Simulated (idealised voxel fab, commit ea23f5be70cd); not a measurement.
The name of this process module is voxel air gaps.
170 nm wide, 5 nm square cells: that's cross-section cut.
Cross-section format: a grid of square cells, given as bands from top to bottom; each band is one or more rows of cells. A band entry consists of two parts. The first gives the height of the band's top and the height of its bottom, in nm. The rest lists the band's materials from left to right, each with its width in nm. A single material labelled with the word "edge to edge" fills the band from edge to edge, and the word "blank" marks empty space. Convention: height 0 is the level below which the wafer, as received, is all one material. The lowest band does not terminate at the bottom but continues downward, represented as "z 0 and below". Read "30->40" as a graded width: first number on top, second number at the bottom, same change between each pair of neighbouring rows. Where a step carries "no modifications", the cross-section came out of it unchanged, cell for cell. Heads up: "Internal closed voids" only lists the empty pockets with no open path to the top that are 8 cells or more, and it writes them as width x height at distance, distance from the left edge, in nm. Note: text after step settings on the step line = simulator remark on that step. "overlay nm" on a masked step: distance the mask lay right of its planned place, negative for left.

Below is the list of planned process steps
1,RECEIVE [material Si]
2,CONFORMAL_DEP [material SiO2] [thk nm 10]
3,CONFORMAL_DEP [material SiN] [thk nm 5]
4,DIRECTIONAL_DEP [material lowk] [thk nm 40]
5,DIRECTIONAL_DEP [material aC] [thk nm 10]
6,PATTERN [tone open] [mask id LINES] [material resist] [width nm 20] [pitch nm 45] [thk nm 25] [overlay nm 0]
7,DIRECTIONAL_ETCH [etch materials aC] [depth nm 10]
8,STRIP [etch materials resist]
9,DIRECTIONAL_ETCH [etch materials lowk] [depth nm 40]
10,STRIP [etch materials aC]
11,CONFORMAL_DEP [material TiN] [thk nm 5]
12,FILL_DEP [material Ru] [thk nm 10]
13,CMP [height nm 55]
14,EPI [material Ru] [thk nm 10]
15,SELECTIVE_ETCH [etch materials lowk] [depth nm 50]
16,CONFORMAL_DEP [material SiCN] [thk nm 5]

Cross-section: wafer on arrival = after step 1
> z 0 and below = Si edge to edge
> Internal closed voids: none

Cross-section at module end, one run error; start and plan unchanged from above
> z 80 to 65 = blank (5)  SiCN (160)  blank (5)
> z 65 to 55 = blank (5)  SiCN (15)  Ru (40)  SiCN (5)  Ru (40)  SiCN (5)  Ru (40)  SiCN (15)  blank (5)
> z 55 to 50 = blank (5)  SiCN (25)  TiN (5)  Ru (10)  TiN (5)  SiCN (25)  TiN (5)  Ru (10)  TiN (5)  SiCN (25)  TiN (5)  Ru (10)  TiN (5)  SiCN (25)  blank (5)
> z 50 to 40 = blank (5)  SiCN (25)  TiN (5)  Ru (10)  TiN (5)  SiCN (5)  blank (15)  SiCN (5)  TiN (5)  Ru (10)  TiN (5)  SiCN (5)  blank (15)  SiCN (5)  TiN (5)  Ru (10)  TiN (5)  SiCN (25)  blank (5)
> z 40 to 30 = blank (15)  SiCN (15)  TiN (5)  Ru (10)  TiN (5)  SiCN (5)  blank (15)  SiCN (5)  TiN (5)  Ru (10)  TiN (5)  SiCN (5)  blank (15)  SiCN (5)  TiN (5)  Ru (10)  TiN (5)  SiCN (15)  blank (15)
> z 30 to 20 = SiCN (30)  TiN (5)  Ru (10)  TiN (5)  SiCN (5)  blank (15)  SiCN (5)  TiN (5)  Ru (10)  TiN (5)  SiCN (5)  blank (15)  SiCN (5)  TiN (5)  Ru (10)  TiN (5)  SiCN (30)
> z 20 to 15 = SiCN (30)  TiN (20)  SiCN (25)  TiN (20)  SiCN (25)  TiN (20)  SiCN (30)
> z 15 to 10 = SiN edge to edge
> z 10 to 0 = SiO2 edge to edge
> z 0 and below = Si edge to edge
> Internal closed voids: 15 x 30 at 55; 15 x 30 at 100
The mistake made against the process plan was this: step 16 was not run as planned; what actually ran was CONFORMAL_DEP [material SiCN] [thk nm 15]
